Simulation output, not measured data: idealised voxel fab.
You're looking at the process module voxel ribs on slabs.
It is cross-section cut that appears here, measuring 170 nm in width, its square cells being 5 nm in size.
We lay out every cross-section as a grid of square cells and spell it out in bands from the top down, where one band means one or more rows of cells.
Per band: top height and bottom height in nm, followed by the left-to-right materials and their widths in nm; "full width" marks a single material spanning edge to edge, "empty" marks empty space.
All heights in this document are referenced to 0, defined as the level beneath which the wafer, as received, consists entirely of one material. The lowest band is not bounded below; it extends indefinitely downward and is written in the form "0 -> down".
So if you see something like "30->40" for the width, read it as the top row of the band sitting at the first number and the bottom row at the second, with every row in between moving by the same amount as the last.
"no alteration" after a step means that no cell of the cross-section changed.
Entry "Unvented cavities" = empty spaces >= 8 cells with no open way to the top; each as width x height at distance, distance from left edge, all nm.
What comes after the settings on a step's line is commentary from the simulator itself on that step.
A step's line can hold "overlay nm"; with a mask on that step, the setting says how far right of the planned place the mask lay, while a negative setting says it lay to the left.
# The planned process steps are enumerated hereunder
1. RECEIVE, material Si
2. DIRECTIONAL_DEP, material SiO2, thk nm 30
3. DIRECTIONAL_DEP, material polySi, thk nm 15
4. PATTERN, tone cover, mask id RIB, material resist, width nm 25, thk nm 20, overlay nm 0
5. DIRECTIONAL_ETCH, etch materials polySi, depth nm 5
6. STRIP, etch materials resist
7. DIRECTIONAL_DEP, material aC, thk nm 15
8. PATTERN, tone cover, mask id SLAB, material resist, width nm 65, thk nm 35, overlay nm 0
9. DIRECTIONAL_ETCH, etch materials aC, depth nm 15
10. STRIP, etch materials resist
11. DIRECTIONAL_ETCH, etch materials polySi, depth nm 10
12. STRIP, etch materials aC
13. FILL_DEP, material SiO2, thk nm 25
14. CMP, height nm 60
15. DIRECTIONAL_DEP, material W, thk nm 5
16. DIRECTIONAL_DEP, material aC, thk nm 10
17. PATTERN, tone cover, mask id HEATER, material resist, width nm 35, thk nm 30, overlay nm 0
18. DIRECTIONAL_ETCH, etch materials aC, depth nm 10
19. STRIP, etch materials resist
20. DIRECTIONAL_ETCH, etch materials W, depth nm 5
21. STRIP, etch materials aC
22. CONFORMAL_DEP, material SiN, thk nm 5
# The first wafer of two, processed as planned
# Here's what the wafer looked like in cross-section when it arrived - that's after step 1
- 0 -> down = Si full width
- Unvented cavities: none
# Cross-sectional representation of the wafer at the conclusion of step 2
- 30 -> 0 = SiO2 full width
- Rest of section, below 0: as before.
# Cross-sectional representation of the wafer at the conclusion of step 3
- 45 -> 30 = polySi full width
- Rest of section, below 30: as before.
# Cross-sectional representation of the wafer at the conclusion of step 4
- 65 -> 45 = 70 nm empty; 25 nm resist; 75 nm empty
- Rest of section, below 45: as before.
# Cross-sectional representation of the wafer at the conclusion of step 5
- 65 -> 45 = 70 nm empty; 25 nm resist; 75 nm empty
- 45 -> 40 = 70 nm empty; 25 nm polySi; 75 nm empty
- Rest of section, below 40: as before.
# Cross-sectional representation of the wafer at the conclusion of step 6
- 45 -> 40 = 70 nm empty; 25 nm polySi; 75 nm empty
- Rest of section, below 40: as before.
# Cross-sectional representation of the wafer at the conclusion of step 7
- 60 -> 55 = 70 nm empty; 25 nm aC; 75 nm empty
- 55 -> 45 = aC full width
- 45 -> 40 = 70 nm aC; 25 nm polySi; 75 nm aC
- Rest of section, below 40: as before.
# Cross-sectional representation of the wafer at the conclusion of step 8
- 95 -> 60 = 50 nm empty; 65 nm resist; 55 nm empty
- 60 -> 55 = 50 nm empty; 20 nm resist; 25 nm aC; 20 nm resist; 55 nm empty
- Rest of section, below 55: as before.
# Cross-sectional representation of the wafer at the conclusion of step 9
- 80 -> 60 = 50 nm empty; 65 nm resist; 55 nm empty
- 60 -> 55 = 50 nm empty; 20 nm resist; 25 nm aC; 20 nm resist; 55 nm empty
- 55 -> 45 = 50 nm empty; 65 nm aC; 55 nm empty
- 45 -> 40 = 50 nm empty; 20 nm aC; 25 nm polySi; 20 nm aC; 55 nm empty
- Rest of section, below 40: as before.
# Cross-sectional representation of the wafer at the conclusion of step 10
- 60 -> 55 = 70 nm empty; 25 nm aC; 75 nm empty
- Rest of section, below 55: as before.
# Cross-sectional representation of the wafer at the conclusion of step 11
- 60 -> 55 = 70 nm empty; 25 nm aC; 75 nm empty
- 55 -> 45 = 50 nm empty; 65 nm aC; 55 nm empty
- 45 -> 40 = 50 nm empty; 20 nm aC; 25 nm polySi; 20 nm aC; 55 nm empty
- 40 -> 30 = 50 nm empty; 65 nm polySi; 55 nm empty
- Rest of section, below 30: as before.
# Cross-sectional representation of the wafer at the conclusion of step 12
- 45 -> 40 = 70 nm empty; 25 nm polySi; 75 nm empty
- Rest of section, below 40: as before.
# Cross-sectional representation of the wafer at the conclusion of step 13
- 70 -> 45 = SiO2 full width
- 45 -> 40 = 70 nm SiO2; 25 nm polySi; 75 nm SiO2
- 40 -> 30 = 50 nm SiO2; 65 nm polySi; 55 nm SiO2
- Rest of section, below 30: as before.
# Cross-sectional representation of the wafer at the conclusion of step 14
- 60 -> 45 = SiO2 full width
- Rest of section, below 45: as before.
# Cross-sectional representation of the wafer at the conclusion of step 15
- 65 -> 60 = W full width
- Rest of section, below 60: as before.
# Cross-sectional representation of the wafer at the conclusion of step 16
- 75 -> 65 = aC full width
- Rest of section, below 65: as before.
# Cross-sectional representation of the wafer at the conclusion of step 17
- 105 -> 75 = 65 nm empty; 35 nm resist; 70 nm empty
- Rest of section, below 75: as before.
# Cross-sectional representation of the wafer at the conclusion of step 18
- 95 -> 75 = 65 nm empty; 35 nm resist; 70 nm empty
- 75 -> 65 = 65 nm empty; 35 nm aC; 70 nm empty
- Rest of section, below 65: as before.
# Cross-sectional representation of the wafer at the conclusion of step 19
- 75 -> 65 = 65 nm empty; 35 nm aC; 70 nm empty
- Rest of section, below 65: as before.
# Cross-sectional representation of the wafer at the conclusion of step 20
- 75 -> 65 = 65 nm empty; 35 nm aC; 70 nm empty
- 65 -> 60 = 65 nm empty; 35 nm W; 70 nm empty
- Rest of section, below 60: as before.
# Cross-sectional representation of the wafer at the conclusion of step 21
- 65 -> 60 = 65 nm empty; 35 nm W; 70 nm empty
- Rest of section, below 60: as before.
# Cross-sectional representation of the wafer at the conclusion of step 22
- 70 -> 65 = 60 nm empty; 45 nm SiN; 65 nm empty
- 65 -> 60 = 65 nm SiN; 35 nm W; 70 nm SiN
- Rest of section, below 60: as before.
# Wafer two. Same start, same plan, one slip in execution. Same as wafer one through step 5, inclusive
# Second wafer, cross-section, planned end of step 6
- 80 -> 65 = 70 nm empty; 25 nm aC; 75 nm empty
- 65 -> 55 = 70 nm empty; 25 nm resist; 75 nm empty
- 55 -> 45 = 70 nm aC; 25 nm resist; 75 nm aC
- 45 -> 40 = 70 nm aC; 25 nm polySi; 75 nm aC
- Rest of section, below 40: as before.
# Second wafer, cross-section, planned end of step 7
- 55 -> 45 = 70 nm aC; 25 nm empty; 75 nm aC
- Rest of section, below 45: as before.
# Second wafer, cross-section, planned end of step 8
- 90 -> 55 = 50 nm empty; 65 nm resist; 55 nm empty
- 55 -> 45 = 70 nm aC; 25 nm resist; 75 nm aC
- Rest of section, below 45: as before.
# Second wafer, cross-section, planned end of step 9
- 75 -> 55 = 50 nm empty; 65 nm resist; 55 nm empty
- 55 -> 45 = 50 nm empty; 20 nm aC; 25 nm resist; 20 nm aC; 55 nm empty
- 45 -> 40 = 50 nm empty; 20 nm aC; 25 nm polySi; 20 nm aC; 55 nm empty
- Rest of section, below 40: as before.
# Second wafer, cross-section, planned end of step 10
- 55 -> 45 = 50 nm empty; 20 nm aC; 25 nm empty; 20 nm aC; 55 nm empty
- Rest of section, below 45: as before.
# Second wafer, cross-section, planned end of step 11
- 55 -> 40 = 50 nm empty; 20 nm aC; 25 nm empty; 20 nm aC; 55 nm empty
- 40 -> 35 = 50 nm empty; 20 nm polySi; 25 nm empty; 20 nm polySi; 55 nm empty
- 35 -> 30 = 50 nm empty; 65 nm polySi; 55 nm empty
- Rest of section, below 30: as before.
# Second wafer, cross-section, planned end of step 12
- 40 -> 35 = 50 nm empty; 20 nm polySi; 25 nm empty; 20 nm polySi; 55 nm empty
- Rest of section, below 35: as before.
# Second wafer, cross-section, planned end of step 13
- 65 -> 40 = SiO2 full width
- 40 -> 35 = 50 nm SiO2; 20 nm polySi; 25 nm SiO2; 20 nm polySi; 55 nm SiO2
- 35 -> 30 = 50 nm SiO2; 65 nm polySi; 55 nm SiO2
- Rest of section, below 30: as before.
# Second wafer, cross-section, planned end of step 14
- 60 -> 40 = SiO2 full width
- Rest of section, below 40: as before.
# Second wafer, cross-section, planned end of step 15
- 65 -> 60 = W full width
- Rest of section, below 60: as before.
# Second wafer, cross-section, planned end of step 16
- 75 -> 65 = aC full width
- Rest of section, below 65: as before.
# Second wafer, cross-section, planned end of step 17
- 105 -> 75 = 65 nm empty; 35 nm resist; 70 nm empty
- Rest of section, below 75: as before.
# Second wafer, cross-section, planned end of step 18
- 95 -> 75 = 65 nm empty; 35 nm resist; 70 nm empty
- 75 -> 65 = 65 nm empty; 35 nm aC; 70 nm empty
- Rest of section, below 65: as before.
# Second wafer, cross-section, planned end of step 19
- 75 -> 65 = 65 nm empty; 35 nm aC; 70 nm empty
- Rest of section, below 65: as before.
# Second wafer, cross-section, planned end of step 20
- 75 -> 65 = 65 nm empty; 35 nm aC; 70 nm empty
- 65 -> 60 = 65 nm empty; 35 nm W; 70 nm empty
- Rest of section, below 60: as before.
# Second wafer, cross-section, planned end of step 21
- 65 -> 60 = 65 nm empty; 35 nm W; 70 nm empty
- Rest of section, below 60: as before.
# Second wafer, cross-section, planned end of step 22
- 70 -> 65 = 60 nm empty; 45 nm SiN; 65 nm empty
- 65 -> 60 = 65 nm SiN; 35 nm W; 70 nm SiN
- Rest of section, below 60: as before.
Nonconformance to the process plan: swap of plan steps 6 and 7 during execution
Bottom line after processing is that, in cells, the second wafer is up or down on some materials versus the first: 10 more of SiO2; 10 fewer of polySi
